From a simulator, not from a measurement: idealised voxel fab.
process module | voxel released beams
Xsec cut, 250 nm wide, square cell size 5 nm.
This document writes a cross-section as a grid whose cells are square, and gives it as bands, listed from the top down; one or more rows of cells form a band.
The band entry comprises the height of the band's top followed by the height of its bottom, expressed in nm, and subsequently the band's materials from left to right, each stated together with its width in nm. Where a single material is marked with the word "everywhere", that material fills the band from edge to edge. The word "air" represents empty space.
Below 0: as-received wafer, all one material; heights counted from there. Lowest band: no bottom, goes on down, written "0 nm and below".
It should be noted that a width expressed as "30..40" varies in equal increments from row to row of cells within the band, taking the value of the first number at the top row and that of the second number at the bottom row.
Take "no modifications" at face value: in the step it is given for, the cross-section changed in none of its cells.
Entry "Enclosed void entries" = empty spaces >= 8 cells with no open way to the top; each as width x height at distance, distance from left edge, all nm.
On each step's line, the part that comes after the settings is the simulator's own comment on the step.
The setting "overlay nm" may be written on the line of a step. When the step uses a mask, the value reports how far to the right of the planned place the mask lay, and a negative value reports that it lay to the left.
[Listed below are the process steps as planned]
- 1: RECEIVE [material Si]
- 2: CONFORMAL_DEP [material SiN] [thk nm 10]
- 3: DIRECTIONAL_DEP [material SiO2] [thk nm 15]
- 4: MASKED_ETCH [tone open] [mask id ANCHOR] [width nm 35] [etch materials SiO2] [depth nm 15] [overlay nm 0]
- 5: CONFORMAL_DEP [material W] [thk nm 15]
- 6: PATTERN [tone cover] [mask id BEAM] [material resist] [width nm 110] [thk nm 15] [overlay nm 0]
- 7: DIRECTIONAL_ETCH [etch materials W] [depth nm 15]
- 8: STRIP [etch materials resist]
- 9: STRIP [etch materials SiO2]
[Delivered wafer in cross-section: state after step 1]
	0 nm and below = Si everywhere
	Enclosed void entries: none
[first wafer at the end, as planned]
	40 nm to 25 nm = air=65, W=20, air=5, W=85, air=75
	25 nm to 10 nm = air=70, W=35, air=145
	10 nm to 0 nm = SiN everywhere
	0 nm and below = Si everywhere
	Enclosed void entries: none
[Same start, same plan as the first wafer - but one mistake in the run. Cross-section of the second of the two at the end of the module]
	40 nm to 25 nm = air=65, W=25, air=5, W=80, air=75
	25 nm to 10 nm = air=75, W=35, air=140
	10 nm to 0 nm = SiN everywhere
	0 nm and below = Si everywhere
	Enclosed void entries: none
Here's what went sideways: step 4 was run on a setting that differed from the plan, and what really ran there is MASKED_ETCH [tone open] [mask id ANCHOR] [width nm 35] [etch materials SiO2] [depth nm 15] [overlay nm 5]
Comparing end states, the material composition by cell count is preserved from the first wafer to the second, while the locations of the cells are not.
